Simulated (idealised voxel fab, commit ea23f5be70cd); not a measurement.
Proc. module: voxel wiring stack
The cross-section shown here is cut; it is 270 nm wide and divided into square cells measuring 5 nm on a side.
Heads up, the way a cross-section reads in here is a grid of square cells, handed over as bands from the top down, with every band being one or more rows of cells.
What a band's entry tells you: where the top is and where the bottom is, as heights in nm, and after that what lies inside, material by material from left to right, each with its width in nm. Empty space is written as the word "empty", and a single material marked with the word "edge to edge" occupies the band from edge to edge.
It should be noted that heights are counted from 0, beneath which the wafer as supplied is of one material throughout, and that the lowest band possesses no lower boundary but continues downward, as written in "0 -> down".
When a width is written as two numbers, as in "30 to 40", the first number is the width in the top row of cells of the band and the second is the width in its bottom row, and the width changes by the same amount from each row to the next.
Where a step carries "no modifications", the cross-section came out of it unchanged, cell for cell.
For the entry "Enclosed void catalog", the listed items are empty spaces with no open way to the top whose size is 8 cells or more; each item follows the pattern width x height at distance, where distance is from the left edge and all three are in nm.
It should be noted that, on the line of a given step, the content following the step's settings is a remark produced by the simulator itself with respect to that step.
The "overlay nm" setting may appear on a step's line; for a step that uses a mask, it gives how far to the right of its planned position the mask lay, and a negative value indicates the left.
# These are the steps we planned for the process
step 1: RECEIVE,material Si
step 2: CONFORMAL_DEP,material SiO2,thk nm 10
step 3: DIRECTIONAL_DEP,material TiN,thk nm 5
step 4: DIRECTIONAL_DEP,material W,thk nm 20
step 5: MASKED_ETCH,tone cover,mask id METAL_1,width nm 25,pitch nm 55,etch materials W,depth nm 20,overlay nm 0
step 6: MASKED_ETCH,tone cover,mask id METAL_1,width nm 25,pitch nm 55,etch materials TiN,depth nm 5,overlay nm 0
step 7: CONFORMAL_DEP,material SiCN,thk nm 5
step 8: FILL_DEP,material SiO2,thk nm 5
step 9: CMP,height nm 35
step 10: CONFORMAL_DEP,material SiCN,thk nm 5
step 11: DIRECTIONAL_DEP,material lowk,thk nm 15
step 12: DIRECTIONAL_DEP,material aC,thk nm 15
step 13: PATTERN,tone open,mask id PLUG_1,material resist,width nm 15,pitch nm 55,thk nm 30,overlay nm 0
step 14: DIRECTIONAL_ETCH,etch materials aC,depth nm 15
step 15: STRIP,etch materials resist
step 16: DIRECTIONAL_ETCH,etch materials lowk,depth nm 15
step 17: DIRECTIONAL_ETCH,etch materials SiCN,depth nm 5
step 18: STRIP,etch materials aC
step 19: CONFORMAL_DEP,material TiN,thk nm 5
step 20: FILL_DEP,material Cu,thk nm 10
step 21: CMP,height nm 55
step 22: DIRECTIONAL_DEP,material TiN,thk nm 5
step 23: DIRECTIONAL_DEP,material Ru,thk nm 20
step 24: DIRECTIONAL_DEP,material aC,thk nm 15
step 25: PATTERN,tone cover,mask id METAL_2,material resist,width nm 25,pitch nm 55,thk nm 35,overlay nm 0
step 26: DIRECTIONAL_ETCH,etch materials aC,depth nm 15
step 27: STRIP,etch materials resist
step 28: DIRECTIONAL_ETCH,etch materials Ru,depth nm 20
step 29: DIRECTIONAL_ETCH,etch materials TiN,depth nm 5
step 30: STRIP,etch materials aC
step 31: FILL_DEP,material SiO2,thk nm 5
step 32: CMP,height nm 80
step 33: CONFORMAL_DEP,material SiCN,thk nm 5
step 34: DIRECTIONAL_DEP,material lowk,thk nm 30
step 35: PATTERN,tone open,mask id METAL_3,material resist,width nm 25,pitch nm 55,thk nm 20,overlay nm 0
step 36: DIRECTIONAL_ETCH,etch materials lowk,depth nm 15
step 37: STRIP,etch materials resist
step 38: DIRECTIONAL_DEP,material aC,thk nm 15
step 39: PATTERN,tone open,mask id METAL_3_HOLES,material resist,width nm 15,thk nm 35,overlay nm 0
step 40: DIRECTIONAL_ETCH,etch materials aC,depth nm 15
step 41: STRIP,etch materials resist
step 42: DIRECTIONAL_ETCH,etch materials lowk,depth nm 15
step 43: DIRECTIONAL_ETCH,etch materials SiCN,depth nm 5
step 44: STRIP,etch materials aC
step 45: CONFORMAL_DEP,material TiN,thk nm 5
step 46: FILL_DEP,material Cu,thk nm 10
step 47: CMP,height nm 115
step 48: CONFORMAL_DEP,material SiN,thk nm 5
# First of the two wafers, run per plan
# As received (post step 1): cross-section
0 -> down  Si edge to edge
Enclosed void catalog: none
# Cross-section of the wafer subsequent to step 2
10 -> 0  SiO2 edge to edge
Below 0 it's all the same as before, nothing changed down there.
# Cross-section of the wafer subsequent to step 3
15 -> 10  TiN edge to edge
Below 10 it's all the same as before, nothing changed down there.
# Cross-section of the wafer subsequent to step 4
35 -> 15  W edge to edge
Below 15 it's all the same as before, nothing changed down there.
# Cross-section of the wafer subsequent to step 5
35 -> 15  empty (95), then W (25), then empty (30), then W (25), then empty (95)
Below 15 it's all the same as before, nothing changed down there.
# Cross-section of the wafer subsequent to step 6
35 -> 15  empty (95), then W (25), then empty (30), then W (25), then empty (95)
15 -> 10  empty (95), then TiN (25), then empty (30), then TiN (25), then empty (95)
Below 10 it's all the same as before, nothing changed down there.
# Cross-section of the wafer subsequent to step 7
40 -> 35  empty (90), then SiCN (35), then empty (20), then SiCN (35), then empty (90)
35 -> 15  empty (90), then SiCN (5), then W (25), then SiCN (5), then empty (20), then SiCN (5), then W (25), then SiCN (5), then empty (90)
15 -> 10  SiCN (95), then TiN (25), then SiCN (30), then TiN (25), then SiCN (95)
Below 10 it's all the same as before, nothing changed down there.
# Cross-section of the wafer subsequent to step 8
45 -> 40  SiO2 edge to edge
40 -> 35  SiO2 (90), then SiCN (35), then SiO2 (20), then SiCN (35), then SiO2 (90)
35 -> 15  SiO2 (90), then SiCN (5), then W (25), then SiCN (5), then SiO2 (20), then SiCN (5), then W (25), then SiCN (5), then SiO2 (90)
Below 15 it's all the same as before, nothing changed down there.
# Cross-section of the wafer subsequent to step 9
35 -> 15  SiO2 (90), then SiCN (5), then W (25), then SiCN (5), then SiO2 (20), then SiCN (5), then W (25), then SiCN (5), then SiO2 (90)
Below 15 it's all the same as before, nothing changed down there.
# Cross-section of the wafer subsequent to step 10
40 -> 35  SiCN edge to edge
Below 35 it's all the same as before, nothing changed down there.
# Cross-section of the wafer subsequent to step 11
55 -> 40  lowk edge to edge
Below 40 it's all the same as before, nothing changed down there.
# Cross-section of the wafer subsequent to step 12
70 -> 55  aC edge to edge
Below 55 it's all the same as before, nothing changed down there.
# Cross-section of the wafer subsequent to step 13
100 -> 70  resist (95), then empty (15), then resist (40), then empty (15), then resist (105)
Below 70 it's all the same as before, nothing changed down there.
# Cross-section of the wafer subsequent to step 14
85 -> 70  resist (95), then empty (15), then resist (40), then empty (15), then resist (105)
70 -> 55  aC (95), then empty (15), then aC (40), then empty (15), then aC (105)
Below 55 it's all the same as before, nothing changed down there.
# Cross-section of the wafer subsequent to step 15
70 -> 55  aC (95), then empty (15), then aC (40), then empty (15), then aC (105)
Below 55 it's all the same as before, nothing changed down there.
# Cross-section of the wafer subsequent to step 16
70 -> 55  aC (95), then empty (15), then aC (40), then empty (15), then aC (105)
55 -> 40  lowk (95), then empty (15), then lowk (40), then empty (15), then lowk (105)
Below 40 it's all the same as before, nothing changed down there.
# Cross-section of the wafer subsequent to step 17
70 -> 55  aC (95), then empty (15), then aC (40), then empty (15), then aC (105)
55 -> 40  lowk (95), then empty (15), then lowk (40), then empty (15), then lowk (105)
40 -> 35  SiCN (95), then empty (15), then SiCN (40), then empty (15), then SiCN (105)
Below 35 it's all the same as before, nothing changed down there.
# Cross-section of the wafer subsequent to step 18
55 -> 40  lowk (95), then empty (15), then lowk (40), then empty (15), then lowk (105)
Below 40 it's all the same as before, nothing changed down there.
# Cross-section of the wafer subsequent to step 19
60 -> 55  TiN (100), then empty (5), then TiN (50), then empty (5), then TiN (110)
55 -> 40  lowk (95), then TiN (5), then empty (5), then TiN (5), then lowk (40), then TiN (5), then empty (5), then TiN (5), then lowk (105)
40 -> 35  SiCN (95), then TiN (15), then SiCN (40), then TiN (15), then SiCN (105)
Below 35 it's all the same as before, nothing changed down there.
# Cross-section of the wafer subsequent to step 20
70 -> 60  Cu edge to edge
60 -> 55  TiN (100), then Cu (5), then TiN (50), then Cu (5), then TiN (110)
55 -> 40  lowk (95), then TiN (5), then Cu (5), then TiN (5), then lowk (40), then TiN (5), then Cu (5), then TiN (5), then lowk (105)
Below 40 it's all the same as before, nothing changed down there.
# Cross-section of the wafer subsequent to step 21
55 -> 40  lowk (95), then TiN (5), then Cu (5), then TiN (5), then lowk (40), then TiN (5), then Cu (5), then TiN (5), then lowk (105)
Below 40 it's all the same as before, nothing changed down there.
# Cross-section of the wafer subsequent to step 22
60 -> 55  TiN edge to edge
Below 55 it's all the same as before, nothing changed down there.
# Cross-section of the wafer subsequent to step 23
80 -> 60  Ru edge to edge
Below 60 it's all the same as before, nothing changed down there.
# Cross-section of the wafer subsequent to step 24
95 -> 80  aC edge to edge
Below 80 it's all the same as before, nothing changed down there.
# Cross-section of the wafer subsequent to step 25
130 -> 95  empty (95), then resist (25), then empty (30), then resist (25), then empty (95)
Below 95 it's all the same as before, nothing changed down there.
# Cross-section of the wafer subsequent to step 26
115 -> 95  empty (95), then resist (25), then empty (30), then resist (25), then empty (95)
95 -> 80  empty (95), then aC (25), then empty (30), then aC (25), then empty (95)
Below 80 it's all the same as before, nothing changed down there.
# Cross-section of the wafer subsequent to step 27
95 -> 80  empty (95), then aC (25), then empty (30), then aC (25), then empty (95)
Below 80 it's all the same as before, nothing changed down there.
# Cross-section of the wafer subsequent to step 28
95 -> 80  empty (95), then aC (25), then empty (30), then aC (25), then empty (95)
80 -> 60  empty (95), then Ru (25), then empty (30), then Ru (25), then empty (95)
Below 60 it's all the same as before, nothing changed down there.
# Cross-section of the wafer subsequent to step 29
95 -> 80  empty (95), then aC (25), then empty (30), then aC (25), then empty (95)
80 -> 60  empty (95), then Ru (25), then empty (30), then Ru (25), then empty (95)
60 -> 55  empty (95), then TiN (25), then empty (30), then TiN (25), then empty (95)
Below 55 it's all the same as before, nothing changed down there.
# Cross-section of the wafer subsequent to step 30
80 -> 60  empty (95), then Ru (25), then empty (30), then Ru (25), then empty (95)
Below 60 it's all the same as before, nothing changed down there.
# Cross-section of the wafer subsequent to step 31
85 -> 80  SiO2 edge to edge
80 -> 60  SiO2 (95), then Ru (25), then SiO2 (30), then Ru (25), then SiO2 (95)
60 -> 55  SiO2 (95), then TiN (25), then SiO2 (30), then TiN (25), then SiO2 (95)
Below 55 it's all the same as before, nothing changed down there.
# Cross-section of the wafer subsequent to step 32
80 -> 60  SiO2 (95), then Ru (25), then SiO2 (30), then Ru (25), then SiO2 (95)
Below 60 it's all the same as before, nothing changed down there.
# Cross-section of the wafer subsequent to step 33
85 -> 80  SiCN edge to edge
Below 80 it's all the same as before, nothing changed down there.
# Cross-section of the wafer subsequent to step 34
115 -> 85  lowk edge to edge
Below 85 it's all the same as before, nothing changed down there.
# Cross-section of the wafer subsequent to step 35
135 -> 115  resist (95), then empty (25), then resist (30), then empty (25), then resist (95)
Below 115 it's all the same as before, nothing changed down there.
# Cross-section of the wafer subsequent to step 36
135 -> 115  resist (95), then empty (25), then resist (30), then empty (25), then resist (95)
115 -> 100  lowk (95), then empty (25), then lowk (30), then empty (25), then lowk (95)
Below 100 it's all the same as before, nothing changed down there.
# Cross-section of the wafer subsequent to step 37
115 -> 100  lowk (95), then empty (25), then lowk (30), then empty (25), then lowk (95)
Below 100 it's all the same as before, nothing changed down there.
# Cross-section of the wafer subsequent to step 38
130 -> 115  aC (95), then empty (25), then aC (30), then empty (25), then aC (95)
115 -> 100  lowk (95), then aC (25), then lowk (30), then aC (25), then lowk (95)
Below 100 it's all the same as before, nothing changed down there.
# Cross-section of the wafer subsequent to step 39
165 -> 130  resist (95), then empty (15), then resist (160)
130 -> 115  aC (95), then empty (15), then resist (10), then aC (30), then resist (25), then aC (95)
Below 115 it's all the same as before, nothing changed down there.
# Cross-section of the wafer subsequent to step 40
150 -> 130  resist (95), then empty (15), then resist (160)
130 -> 115  aC (95), then empty (15), then resist (10), then aC (30), then resist (25), then aC (95)
115 -> 100  lowk (95), then empty (15), then aC (10), then lowk (30), then aC (25), then lowk (95)
Below 100 it's all the same as before, nothing changed down there.
# Cross-section of the wafer subsequent to step 41
130 -> 115  aC (95), then empty (25), then aC (30), then empty (25), then aC (95)
Below 115 it's all the same as before, nothing changed down there.
# Cross-section of the wafer subsequent to step 42
130 -> 115  aC (95), then empty (25), then aC (30), then empty (25), then aC (95)
115 -> 100  lowk (95), then empty (15), then aC (10), then lowk (30), then aC (25), then lowk (95)
100 -> 85  lowk (95), then empty (15), then lowk (160)
Below 85 it's all the same as before, nothing changed down there.
# Cross-section of the wafer subsequent to step 43
130 -> 115  aC (95), then empty (25), then aC (30), then empty (25), then aC (95)
115 -> 100  lowk (95), then empty (15), then aC (10), then lowk (30), then aC (25), then lowk (95)
100 -> 85  lowk (95), then empty (15), then lowk (160)
85 -> 80  SiCN (95), then empty (15), then SiCN (160)
Below 80 it's all the same as before, nothing changed down there.
# Cross-section of the wafer subsequent to step 44
115 -> 100  lowk (95), then empty (25), then lowk (30), then empty (25), then lowk (95)
Below 100 it's all the same as before, nothing changed down there.
# Cross-section of the wafer subsequent to step 45
120 -> 115  TiN (100), then empty (15), then TiN (40), then empty (15), then TiN (100)
115 -> 105  lowk (95), then TiN (5), then empty (15), then TiN (5), then lowk (30), then TiN (5), then empty (15), then TiN (5), then lowk (95)
105 -> 100  lowk (95), then TiN (5), then empty (5), then TiN (15), then lowk (30), then TiN (25), then lowk (95)
100 -> 85  lowk (95), then TiN (5), then empty (5), then TiN (5), then lowk (160)
85 -> 80  SiCN (95), then TiN (15), then SiCN (160)
Below 80 it's all the same as before, nothing changed down there.
# Cross-section of the wafer subsequent to step 46
130 -> 120  Cu edge to edge
120 -> 115  TiN (100), then Cu (15), then TiN (40), then Cu (15), then TiN (100)
115 -> 105  lowk (95), then TiN (5), then Cu (15), then TiN (5), then lowk (30), then TiN (5), then Cu (15), then TiN (5), then lowk (95)
105 -> 100  lowk (95), then TiN (5), then Cu (5), then TiN (15), then lowk (30), then TiN (25), then lowk (95)
100 -> 85  lowk (95), then TiN (5), then Cu (5), then TiN (5), then lowk (160)
Below 85 it's all the same as before, nothing changed down there.
# Cross-section of the wafer subsequent to step 47
115 -> 105  lowk (95), then TiN (5), then Cu (15), then TiN (5), then lowk (30), then TiN (5), then Cu (15), then TiN (5), then lowk (95)
Below 105 it's all the same as before, nothing changed down there.
# Cross-section of the wafer subsequent to step 48
120 -> 115  SiN edge to edge
Below 115 it's all the same as before, nothing changed down there.
# Second of two: same start, same plan, one run error; steps up to and including 2 match the first
# Second wafer, cross-section, planned end of step 3
30 -> 10  W edge to edge
Below 10 it's all the same as before, nothing changed down there.
# Second wafer, cross-section, planned end of step 4
35 -> 30  TiN edge to edge
Below 30 it's all the same as before, nothing changed down there.
Second wafer, cross-section, planned end of step 5: no modifications
# Second wafer, cross-section, planned end of step 6
35 -> 30  empty (95), then TiN (25), then empty (30), then TiN (25), then empty (95)
Below 30 it's all the same as before, nothing changed down there.
# Second wafer, cross-section, planned end of step 7
40 -> 35  empty (90), then SiCN (35), then empty (20), then SiCN (35), then empty (90)
35 -> 30  SiCN (95), then TiN (25), then SiCN (30), then TiN (25), then SiCN (95)
Below 30 it's all the same as before, nothing changed down there.
# Second wafer, cross-section, planned end of step 8
45 -> 40  SiO2 edge to edge
40 -> 35  SiO2 (90), then SiCN (35), then SiO2 (20), then SiCN (35), then SiO2 (90)
Below 35 it's all the same as before, nothing changed down there.
# Second wafer, cross-section, planned end of step 9
35 -> 30  SiCN (95), then TiN (25), then SiCN (30), then TiN (25), then SiCN (95)
Below 30 it's all the same as before, nothing changed down there.
# Second wafer, cross-section, planned end of step 10
40 -> 35  SiCN edge to edge
Below 35 it's all the same as before, nothing changed down there.
# Second wafer, cross-section, planned end of step 11
55 -> 40  lowk edge to edge
Below 40 it's all the same as before, nothing changed down there.
# Second wafer, cross-section, planned end of step 12
70 -> 55  aC edge to edge
Below 55 it's all the same as before, nothing changed down there.
# Second wafer, cross-section, planned end of step 13
100 -> 70  resist (95), then empty (15), then resist (40), then empty (15), then resist (105)
Below 70 it's all the same as before, nothing changed down there.
# Second wafer, cross-section, planned end of step 14
85 -> 70  resist (95), then empty (15), then resist (40), then empty (15), then resist (105)
70 -> 55  aC (95), then empty (15), then aC (40), then empty (15), then aC (105)
Below 55 it's all the same as before, nothing changed down there.
# Second wafer, cross-section, planned end of step 15
70 -> 55  aC (95), then empty (15), then aC (40), then empty (15), then aC (105)
Below 55 it's all the same as before, nothing changed down there.
# Second wafer, cross-section, planned end of step 16
70 -> 55  aC (95), then empty (15), then aC (40), then empty (15), then aC (105)
55 -> 40  lowk (95), then empty (15), then lowk (40), then empty (15), then lowk (105)
Below 40 it's all the same as before, nothing changed down there.
# Second wafer, cross-section, planned end of step 17
70 -> 55  aC (95), then empty (15), then aC (40), then empty (15), then aC (105)
55 -> 40  lowk (95), then empty (15), then lowk (40), then empty (15), then lowk (105)
40 -> 35  SiCN (95), then empty (15), then SiCN (40), then empty (15), then SiCN (105)
Below 35 it's all the same as before, nothing changed down there.
# Second wafer, cross-section, planned end of step 18
55 -> 40  lowk (95), then empty (15), then lowk (40), then empty (15), then lowk (105)
Below 40 it's all the same as before, nothing changed down there.
# Second wafer, cross-section, planned end of step 19
60 -> 55  TiN (100), then empty (5), then TiN (50), then empty (5), then TiN (110)
55 -> 40  lowk (95), then TiN (5), then empty (5), then TiN (5), then lowk (40), then TiN (5), then empty (5), then TiN (5), then lowk (105)
40 -> 30  SiCN (95), then TiN (15 to 25), then SiCN (40 to 30), then TiN (15 to 25), then SiCN (105 to 95)
Below 30 it's all the same as before, nothing changed down there.
# Second wafer, cross-section, planned end of step 20
70 -> 60  Cu edge to edge
60 -> 55  TiN (100), then Cu (5), then TiN (50), then Cu (5), then TiN (110)
55 -> 40  lowk (95), then TiN (5), then Cu (5), then TiN (5), then lowk (40), then TiN (5), then Cu (5), then TiN (5), then lowk (105)
Below 40 it's all the same as before, nothing changed down there.
# Second wafer, cross-section, planned end of step 21
55 -> 40  lowk (95), then TiN (5), then Cu (5), then TiN (5), then lowk (40), then TiN (5), then Cu (5), then TiN (5), then lowk (105)
Below 40 it's all the same as before, nothing changed down there.
# Second wafer, cross-section, planned end of step 22
60 -> 55  TiN edge to edge
Below 55 it's all the same as before, nothing changed down there.
# Second wafer, cross-section, planned end of step 23
80 -> 60  Ru edge to edge
Below 60 it's all the same as before, nothing changed down there.
# Second wafer, cross-section, planned end of step 24
95 -> 80  aC edge to edge
Below 80 it's all the same as before, nothing changed down there.
# Second wafer, cross-section, planned end of step 25
130 -> 95  empty (95), then resist (25), then empty (30), then resist (25), then empty (95)
Below 95 it's all the same as before, nothing changed down there.
# Second wafer, cross-section, planned end of step 26
115 -> 95  empty (95), then resist (25), then empty (30), then resist (25), then empty (95)
95 -> 80  empty (95), then aC (25), then empty (30), then aC (25), then empty (95)
Below 80 it's all the same as before, nothing changed down there.
# Second wafer, cross-section, planned end of step 27
95 -> 80  empty (95), then aC (25), then empty (30), then aC (25), then empty (95)
Below 80 it's all the same as before, nothing changed down there.
# Second wafer, cross-section, planned end of step 28
95 -> 80  empty (95), then aC (25), then empty (30), then aC (25), then empty (95)
80 -> 60  empty (95), then Ru (25), then empty (30), then Ru (25), then empty (95)
Below 60 it's all the same as before, nothing changed down there.
# Second wafer, cross-section, planned end of step 29
95 -> 80  empty (95), then aC (25), then empty (30), then aC (25), then empty (95)
80 -> 60  empty (95), then Ru (25), then empty (30), then Ru (25), then empty (95)
60 -> 55  empty (95), then TiN (25), then empty (30), then TiN (25), then empty (95)
Below 55 it's all the same as before, nothing changed down there.
# Second wafer, cross-section, planned end of step 30
80 -> 60  empty (95), then Ru (25), then empty (30), then Ru (25), then empty (95)
Below 60 it's all the same as before, nothing changed down there.
# Second wafer, cross-section, planned end of step 31
85 -> 80  SiO2 edge to edge
80 -> 60  SiO2 (95), then Ru (25), then SiO2 (30), then Ru (25), then SiO2 (95)
60 -> 55  SiO2 (95), then TiN (25), then SiO2 (30), then TiN (25), then SiO2 (95)
Below 55 it's all the same as before, nothing changed down there.
# Second wafer, cross-section, planned end of step 32
80 -> 60  SiO2 (95), then Ru (25), then SiO2 (30), then Ru (25), then SiO2 (95)
Below 60 it's all the same as before, nothing changed down there.
# Second wafer, cross-section, planned end of step 33
85 -> 80  SiCN edge to edge
Below 80 it's all the same as before, nothing changed down there.
# Second wafer, cross-section, planned end of step 34
115 -> 85  lowk edge to edge
Below 85 it's all the same as before, nothing changed down there.
# Second wafer, cross-section, planned end of step 35
135 -> 115  resist (95), then empty (25), then resist (30), then empty (25), then resist (95)
Below 115 it's all the same as before, nothing changed down there.
# Second wafer, cross-section, planned end of step 36
135 -> 115  resist (95), then empty (25), then resist (30), then empty (25), then resist (95)
115 -> 100  lowk (95), then empty (25), then lowk (30), then empty (25), then lowk (95)
Below 100 it's all the same as before, nothing changed down there.
# Second wafer, cross-section, planned end of step 37
115 -> 100  lowk (95), then empty (25), then lowk (30), then empty (25), then lowk (95)
Below 100 it's all the same as before, nothing changed down there.
# Second wafer, cross-section, planned end of step 38
130 -> 115  aC (95), then empty (25), then aC (30), then empty (25), then aC (95)
115 -> 100  lowk (95), then aC (25), then lowk (30), then aC (25), then lowk (95)
Below 100 it's all the same as before, nothing changed down there.
# Second wafer, cross-section, planned end of step 39
165 -> 130  resist (95), then empty (15), then resist (160)
130 -> 115  aC (95), then empty (15), then resist (10), then aC (30), then resist (25), then aC (95)
Below 115 it's all the same as before, nothing changed down there.
# Second wafer, cross-section, planned end of step 40
150 -> 130  resist (95), then empty (15), then resist (160)
130 -> 115  aC (95), then empty (15), then resist (10), then aC (30), then resist (25), then aC (95)
115 -> 100  lowk (95), then empty (15), then aC (10), then lowk (30), then aC (25), then lowk (95)
Below 100 it's all the same as before, nothing changed down there.
# Second wafer, cross-section, planned end of step 41
130 -> 115  aC (95), then empty (25), then aC (30), then empty (25), then aC (95)
Below 115 it's all the same as before, nothing changed down there.
# Second wafer, cross-section, planned end of step 42
130 -> 115  aC (95), then empty (25), then aC (30), then empty (25), then aC (95)
115 -> 100  lowk (95), then empty (15), then aC (10), then lowk (30), then aC (25), then lowk (95)
100 -> 85  lowk (95), then empty (15), then lowk (160)
Below 85 it's all the same as before, nothing changed down there.
# Second wafer, cross-section, planned end of step 43
130 -> 115  aC (95), then empty (25), then aC (30), then empty (25), then aC (95)
115 -> 100  lowk (95), then empty (15), then aC (10), then lowk (30), then aC (25), then lowk (95)
100 -> 85  lowk (95), then empty (15), then lowk (160)
85 -> 80  SiCN (95), then empty (15), then SiCN (160)
Below 80 it's all the same as before, nothing changed down there.
# Second wafer, cross-section, planned end of step 44
115 -> 100  lowk (95), then empty (25), then lowk (30), then empty (25), then lowk (95)
Below 100 it's all the same as before, nothing changed down there.
# Second wafer, cross-section, planned end of step 45
120 -> 115  TiN (100), then empty (15), then TiN (40), then empty (15), then TiN (100)
115 -> 105  lowk (95), then TiN (5), then empty (15), then TiN (5), then lowk (30), then TiN (5), then empty (15), then TiN (5), then lowk (95)
105 -> 100  lowk (95), then TiN (5), then empty (5), then TiN (15), then lowk (30), then TiN (25), then lowk (95)
100 -> 85  lowk (95), then TiN (5), then empty (5), then TiN (5), then lowk (160)
85 -> 80  SiCN (95), then TiN (15), then SiCN (160)
Below 80 it's all the same as before, nothing changed down there.
# Second wafer, cross-section, planned end of step 46
130 -> 120  Cu edge to edge
120 -> 115  TiN (100), then Cu (15), then TiN (40), then Cu (15), then TiN (100)
115 -> 105  lowk (95), then TiN (5), then Cu (15), then TiN (5), then lowk (30), then TiN (5), then Cu (15), then TiN (5), then lowk (95)
105 -> 100  lowk (95), then TiN (5), then Cu (5), then TiN (15), then lowk (30), then TiN (25), then lowk (95)
100 -> 85  lowk (95), then TiN (5), then Cu (5), then TiN (5), then lowk (160)
Below 85 it's all the same as before, nothing changed down there.
# Second wafer, cross-section, planned end of step 47
115 -> 105  lowk (95), then TiN (5), then Cu (15), then TiN (5), then lowk (30), then TiN (5), then Cu (15), then TiN (5), then lowk (95)
Below 105 it's all the same as before, nothing changed down there.
# Second wafer, cross-section, planned end of step 48
120 -> 115  SiN edge to edge
Below 115 it's all the same as before, nothing changed down there.
Plan not followed: so 3 and 4 got swapped relative to the plan, each ran where the other was supposed to
Counted in cells at the end, the second wafer holds more or fewer of these materials than the first: -16 SiCN; -160 SiO2; +176 W
